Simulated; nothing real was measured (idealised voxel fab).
process module | voxel self aligned vias
cross-section cut | 240 nm wide | cells 5 nm
A cross-section is a grid of square cells, given in bands from the top down. A band is one or more rows of cells.
Each band's line starts with the height of the band's top and of its bottom, in nm. Then come its materials from left to right, each with its width in nm. One material with "throughout" fills the band from edge to edge. "air" is empty space.
Height 0 is the level under which the wafer as received is all one material. The lowest band goes on downwards, as in "0 down".
A width such as "30 to 40" changes by the same amount from each row of cells to the next, from the band's top row to its bottom row.
"no change" after a step means that no cell of the cross-section changed.
closed voids: empty space of 8 cells or more with no open way to the top, each as width x height at its distance from the left edge, in nm
after a step's settings: what the simulator itself notes on the step
overlay nm, on a step with a mask: how far to the right of its planned place the mask lay; to the left if negative
plan
1 op RECEIVE | material Si
2 op CONFORMAL_DEP | material SiO2 | thk nm 15
3 op CONFORMAL_DEP | material SiCN | thk nm 5
4 op DIRECTIONAL_DEP | material SiO2 | thk nm 20
5 op DIRECTIONAL_DEP | material aC | thk nm 10
6 op PATTERN | tone open | mask id LINES | material resist | width nm 25 | pitch nm 55 | thk nm 30 | overlay nm 0
7 op DIRECTIONAL_ETCH | etch materials aC | depth nm 10
8 op STRIP | etch materials resist
9 op DIRECTIONAL_ETCH | etch materials SiO2 | depth nm 20
10 op STRIP | etch materials aC
11 op CONFORMAL_DEP | material TiN | thk nm 5
12 op FILL_DEP | material W | thk nm 5
13 op CMP | height nm 40
14 op SELECTIVE_ETCH | etch materials W Ru TiN | depth nm 5
15 op FILL_DEP | material SiN | thk nm 5
16 op CMP | height nm 40
17 op DIRECTIONAL_DEP | material SiO2 | thk nm 20
18 op DIRECTIONAL_DEP | material aC | thk nm 10
19 op PATTERN | tone open | mask id VIAS | material resist | width nm 35 | pitch nm 55 | thk nm 25 | overlay nm 0
20 op DIRECTIONAL_ETCH | etch materials aC | depth nm 10
21 op STRIP | etch materials resist
22 op DIRECTIONAL_ETCH | etch materials SiO2 | depth nm 20
23 op DIRECTIONAL_ETCH | etch materials SiN | depth nm 5
24 op STRIP | etch materials aC
25 op CONFORMAL_DEP | material TiN | thk nm 5
26 op FILL_DEP | material Ru | thk nm 5
27 op CMP | height nm 60
28 op CONFORMAL_DEP | material SiN | thk nm 5
as received, after step 1
  0 down: Si throughout
  closed voids: none
first wafer at the end, as planned
  65 to 60: SiN throughout
  60 to 45: SiO2 75 | TiN 5 | Ru 25 | TiN 5 | SiO2 20 | TiN 5 | Ru 25 | TiN 5 | SiO2 75
  45 to 40: SiO2 75 | TiN 10 | Ru 15 | TiN 10 | SiO2 20 | TiN 10 | Ru 15 | TiN 10 | SiO2 75
  40 to 35: SiO2 80 | TiN 25 | SiO2 30 | TiN 25 | SiO2 80
  35 to 25: SiO2 80 | TiN 5 | W 15 | TiN 5 | SiO2 30 | TiN 5 | W 15 | TiN 5 | SiO2 80
  25 to 20: SiO2 80 | TiN 25 | SiO2 30 | TiN 25 | SiO2 80
  20 to 15: SiCN throughout
  15 to 0: SiO2 throughout
  0 down: Si throughout
  closed voids: none
second wafer at the end: like start, like plan, one mistake
  65 to 60: SiN throughout
  60 to 45: SiO2 75 | TiN 5 | Ru 25 | TiN 5 | SiO2 20 | TiN 5 | Ru 25 | TiN 5 | SiO2 75
  45 to 40: SiO2 75 | TiN 35 | SiO2 20 | TiN 35 | SiO2 75
  40 to 35: SiCN throughout
  35 to 0: SiO2 throughout
  0 down: Si throughout
  closed voids: none
what went wrong: steps 3 and 4 were swapped
at the end the second wafer has, in cells: 6 fewer of Ru | 40 more of SiO2 | 22 fewer of TiN | 12 fewer of W
